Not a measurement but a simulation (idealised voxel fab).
process module | voxel quadruple lines
cross-section cut | 270 nm wide | cells 5 nm
A cross-section is a grid of square cells, given in bands from the top down. A band is one or more rows of cells.
Each band's line starts with the height of the band's top and of its bottom, in nm. Then come its materials from left to right, each with its width in nm. One material with "throughout" fills the band from edge to edge. "air" is empty space.
Height 0 is the level under which the wafer as received is all one material. The lowest band goes on downwards, as in "0 down".
A width such as "30 to 40" changes by the same amount from each row of cells to the next, from the band's top row to its bottom row.
"no change" after a step means that no cell of the cross-section changed.
closed voids: empty space of 8 cells or more with no open way to the top, each as width x height at its distance from the left edge, in nm
after a step's settings: what the simulator itself notes on the step
overlay nm, on a step with a mask: how far to the right of its planned place the mask lay; to the left if negative
plan
1 op RECEIVE | material Si
2 op CONFORMAL_DEP | material SiO2 | thk nm 10
3 op DIRECTIONAL_DEP | material Ru | thk nm 10
4 op DIRECTIONAL_DEP | material polySi | thk nm 15
5 op DIRECTIONAL_DEP | material aC | thk nm 25
6 op PATTERN | tone cover | mask id MANDREL | material resist | width nm 30 | pitch nm 80 | thk nm 30 | overlay nm 0
7 op DIRECTIONAL_ETCH | etch materials aC | depth nm 25
8 op STRIP | etch materials resist
9 op CONFORMAL_DEP | material SiO2 | thk nm 10
10 op DIRECTIONAL_ETCH | etch materials SiO2 | depth nm 10
11 op STRIP | etch materials aC
12 op DIRECTIONAL_ETCH | etch materials polySi | depth nm 15
13 op STRIP | etch materials SiO2
14 op CONFORMAL_DEP | material SiCN | thk nm 10
15 op DIRECTIONAL_ETCH | etch materials SiCN | depth nm 10
16 op STRIP | etch materials polySi
17 op DIRECTIONAL_ETCH | etch materials Ru | depth nm 10
18 op STRIP | etch materials SiCN
as received, after step 1
  0 down: Si throughout
  closed voids: none
first wafer at the end, as planned
  20 to 10: air 60 | Ru 10 | air 10 | Ru 10 | air 10 | Ru 10 | air 10 | Ru 10 | air 10 | Ru 10 | air 10 | Ru 10 | air 10 | Ru 10 | air 10 | Ru 10 | air 60
  10 to 0: SiO2 throughout
  0 down: Si throughout
  closed voids: none
second wafer at the end: like start, like plan, one mistake
  20 to 10: air 70 | Ru 10 | air 10 | Ru 10 | air 10 | Ru 10 | air 30 | Ru 10 | air 10 | Ru 10 | air 10 | Ru 10 | air 70
  10 to 0: SiO2 throughout
  0 down: Si throughout
  closed voids: none
what went wrong: step 6 ran as: op PATTERN | tone open | mask id MANDREL | material resist | width nm 30 | pitch nm 80 | thk nm 30 | overlay nm 0
at the end the second wafer has, in cells: 8 fewer of Ru
